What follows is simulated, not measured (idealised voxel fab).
process module | voxel tone inversion
It is cross-section cut that appears here, measuring 230 nm in width, its square cells being 5 nm in size.
Cross-section spec: square-cell grid; bands listed top down; each band is one or more rows. The entry gives the band's vertical extent as a top height and a bottom height in nm, then its horizontal make-up as materials from left to right, each with a width in nm. "air" stands for empty space; a single material marked "edge to edge" fills the band edge to edge. All heights in this document are referenced to 0, defined as the level beneath which the wafer, as received, consists entirely of one material. The lowest band is not bounded below; it extends indefinitely downward and is written in the form "0 and below". Per-row width for "30 to 40": begins at first number (top row of band), ends at second number (bottom row), increment between rows held constant. Step note "remained unchanged" = no cross-section cell changed. In "Sealed internal cavities" the enclosed voids are listed, meaning empty spaces of 8 cells or larger without any opening to the top. The form is width x height at distance, distance from the left edge, units nm. The remark found on a step's line after its settings is issued by the simulator itself and pertains to that step. "overlay nm", when on a step's line for a step with a mask, measures how far to the right of its planned place the mask lay; a negative measure means to the left.

### This section lists the process steps that were planned
1 RECEIVE (material Si)
2 CONFORMAL_DEP (material SiN; thk nm 10)
3 DIRECTIONAL_DEP (material polySi; thk nm 15)
4 PATTERN (tone cover; mask id POSTS; material resist; width nm 20; pitch nm 35; thk nm 25; overlay nm 0)
5 DIRECTIONAL_ETCH (etch materials polySi; depth nm 15)
6 STRIP (etch materials resist)
7 FILL_DEP (material lowk; thk nm 5)
8 CMP (height nm 25)
9 STRIP (etch materials polySi)
10 CONFORMAL_DEP (material TiN; thk nm 5)
11 FILL_DEP (material W; thk nm 5)
12 CMP (height nm 25)
13 CONFORMAL_DEP (material SiN; thk nm 5)

### Incoming wafer, cross-sectional view, post step 1
    0 and below = Si edge to edge
    Sealed internal cavities: none

### Final wafer profile in cross-section after the module, from the same start and plan as above, with one mistake made during processing
    30 down to 25 = SiN edge to edge
    25 down to 15 = lowk=90, W=10, lowk=25, W=10, lowk=95
    15 down to 10 = lowk edge to edge
    10 down to 0 = SiN edge to edge
    0 and below = Si edge to edge
    Sealed internal cavities: none
Error vs. plan: for step 10, the planned setting was not used; the step was instead run as CONFORMAL_DEP (material lowk; thk nm 5)
